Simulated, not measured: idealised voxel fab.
Name of the process module below: voxel air gaps
FYI the section here is cut, 210 nm wide, cells are 5 nm squares.
How to read a cross-section here: the picture is a grid of square cells, written as bands going from the top down, and any band can span one or more rows of cells. The entry gives the band's vertical extent as a top height and a bottom height in nm, then its horizontal make-up as materials from left to right, each with a width in nm. "blank" stands for empty space; a single material marked "all across" fills the band edge to edge. Ref level 0: as-received wafer is one material below here. Bottom band extends down with no lower bound ("0 and below"). Quick explanation for "30 to 40": the width changes in equal steps down the rows of cells, from the first number in the band's top row to the second number in its bottom row. Where a step carries "no alterations made", the cross-section came out of it unchanged, cell for cell. For the entry "Listed closed voids", the listed items are empty spaces with no open way to the top whose size is 8 cells or more; each item follows the pattern width x height at distance, where distance is from the left edge and all three are in nm. Heads up: the bit after the settings on a step's line is the simulator's remark on that step. Regarding "overlay nm": on a step with a mask, it is the distance the mask lay to the right of its planned place; a negative value places it to the left.

-- Intended process steps
1. op RECEIVE | material Si
2. op CONFORMAL_DEP | material SiO2 | thk nm 15
3. op CONFORMAL_DEP | material SiCN | thk nm 5
4. op DIRECTIONAL_DEP | material SiO2 | thk nm 30
5. op DIRECTIONAL_DEP | material aC | thk nm 10
6. op PATTERN | tone open | mask id LINES | material resist | width nm 20 | pitch nm 50 | thk nm 30 | overlay nm 0
7. op DIRECTIONAL_ETCH | etch materials aC | depth nm 10
8. op STRIP | etch materials resist
9. op DIRECTIONAL_ETCH | etch materials SiO2 | depth nm 30
10. op STRIP | etch materials aC
11. op CONFORMAL_DEP | material TiN | thk nm 5
12. op FILL_DEP | material W | thk nm 5
13. op CMP | height nm 50
14. op EPI | material Ru | thk nm 10
15. op SELECTIVE_ETCH | etch materials SiO2 | depth nm 40
16. op CONFORMAL_DEP | material SiCN | thk nm 5

-- Cross-section of the incoming wafer, state after step 1
0 and below = Si all across
Listed closed voids: none

-- Cross-sectional result after module completion. Note: starting condition and plan are unchanged from above; one processing mistake was made
65 down to 60 = 5 of blank  200 of SiCN  5 of blank
60 down to 50 = 5 of blank  5 of SiCN  40 of Ru  10 of SiCN  40 of Ru  10 of SiCN  40 of Ru  10 of SiCN  40 of Ru  5 of SiCN  5 of blank
50 down to 45 = 5 of blank  15 of SiCN  5 of TiN  10 of W  5 of TiN  30 of SiCN  5 of TiN  10 of W  5 of TiN  30 of SiCN  5 of TiN  10 of W  5 of TiN  30 of SiCN  5 of TiN  10 of W  5 of TiN  15 of SiCN  5 of blank
45 down to 40 = 15 of blank  5 of SiCN  5 of TiN  10 of W  5 of TiN  5 of SiCN  20 of blank  5 of SiCN  5 of TiN  10 of W  5 of TiN  5 of SiCN  20 of blank  5 of SiCN  5 of TiN  10 of W  5 of TiN  5 of SiCN  20 of blank  5 of SiCN  5 of TiN  10 of W  5 of TiN  5 of SiCN  15 of blank
40 down to 35 = 20 of SiCN  20 of TiN  30 of SiCN  20 of TiN  30 of SiCN  20 of TiN  30 of SiCN  20 of TiN  20 of SiCN
35 down to 30 = SiCN all across
30 down to 0 = SiO2 all across
0 and below = Si all across
Listed closed voids: none
Finding, execution versus plan: the plan had its step 2 run twice
